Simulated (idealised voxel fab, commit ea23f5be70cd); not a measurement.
Name of the process module below: voxel released beams
Xsec cut, 240 nm wide, square cell size 5 nm.
Each cross-section below is a grid of square cells, stated as bands in top-down order, with one or more rows of cells making up each band.
Read a band's entry like this: the first values are the height of its top and the height of its bottom in nm, and what follows is the sequence of materials from left to right, each with its width in nm. Note that "air" is empty space, and that a single material marked "everywhere" reaches across the band from edge to edge.
Heights are measured from 0, the level below which the as-received wafer is all one material; the lowest band has no bottom and continues downward, written as in "0 -> down".
When a width is written as two numbers, as in "30 to 40", the first number is the width in the top row of cells of the band and the second is the width in its bottom row, and the width changes by the same amount from each row to the next.
When a step is marked "no modification", none of the cells in the cross-section changed during that step.
Voids not open to the top, 8 cells minimum: see "Closed internal cavities". Written width x height at distance; distance is from the left edge; nm.
On each step's line, the part that comes after the settings is the simulator's own comment on the step.
overlay nm: how far to the right of its planned place the mask lay on this masked step (negative: to the left).
THE STEPS PLANNED FOR THE PROCESS ARE AS FOLLOWS
1,RECEIVE [material Si]
2,CONFORMAL_DEP [material SiN] [thk nm 5]
3,DIRECTIONAL_DEP [material SiO2] [thk nm 20]
4,DIRECTIONAL_DEP [material aC] [thk nm 10]
5,PATTERN [tone open] [mask id ANCHOR] [material resist] [width nm 30] [thk nm 25] [overlay nm 0]
6,DIRECTIONAL_ETCH [etch materials aC] [depth nm 10]
7,STRIP [etch materials resist]
8,DIRECTIONAL_ETCH [etch materials SiO2] [depth nm 20]
9,STRIP [etch materials aC]
10,CONFORMAL_DEP [material polySi] [thk nm 15]
11,DIRECTIONAL_DEP [material aC] [thk nm 10]
12,PATTERN [tone cover] [mask id BEAM] [material resist] [width nm 90] [thk nm 30] [overlay nm 0]
13,DIRECTIONAL_ETCH [etch materials aC] [depth nm 10]
14,STRIP [etch materials resist]
15,DIRECTIONAL_ETCH [etch materials polySi] [depth nm 15]
16,STRIP [etch materials aC]
17,STRIP [etch materials SiO2]
Where the wafers of this document differ is in the width nm of step 5; they start out the same, and the plan states the value that applied to the first wafer.
STEP 1 COMPLETE: AS-RECEIVED CROSS-SECTION OF THE FIRST OF SEVERAL WAFERS
0 -> down: Si everywhere
Closed internal cavities: none
ONCE STEP 17, THE LAST STEP, IS COMPLETE, THE MODULE IS AT ITS END; THIS IS THE CROSS-SECTION OF THE FIRST OF SEVERAL WAFERS
40 -> 25: air: 70 | polySi: 90 | air: 80
25 -> 5: air: 80 | polySi: 30 | air: 130
5 -> 0: SiN everywhere
0 -> down: Si everywhere
Closed internal cavities: none
LAST WAFER AT THE END
40 -> 25: air: 70 | polySi: 15 | air: 25 | polySi: 50 | air: 80
25 -> 20: air: 70 | polySi: 15 | air: 25 | polySi: 15 | air: 115
20 -> 5: air: 70 | polySi: 55 | air: 115
5 -> 0: SiN everywhere
0 -> down: Si everywhere
Closed internal cavities: none
EACH WAFER AT THE END: CELLS OF EACH MATERIAL GAINED (+) OR LOST (-) SINCE IT WAS RECEIVED, THEN ITS CLOSED VOIDS
width nm 30 | +48 SiN | +78 polySi | Closed internal cavities: none
width nm 35 | +48 SiN | +78 polySi | Closed internal cavities: none
width nm 40 | +48 SiN | +78 polySi | Closed internal cavities: none
width nm 45 | +48 SiN | +78 polySi | Closed internal cavities: none
width nm 50 | +48 SiN | +78 polySi | Closed internal cavities: none
width nm 55 | +48 SiN | +78 polySi | Closed internal cavities: none
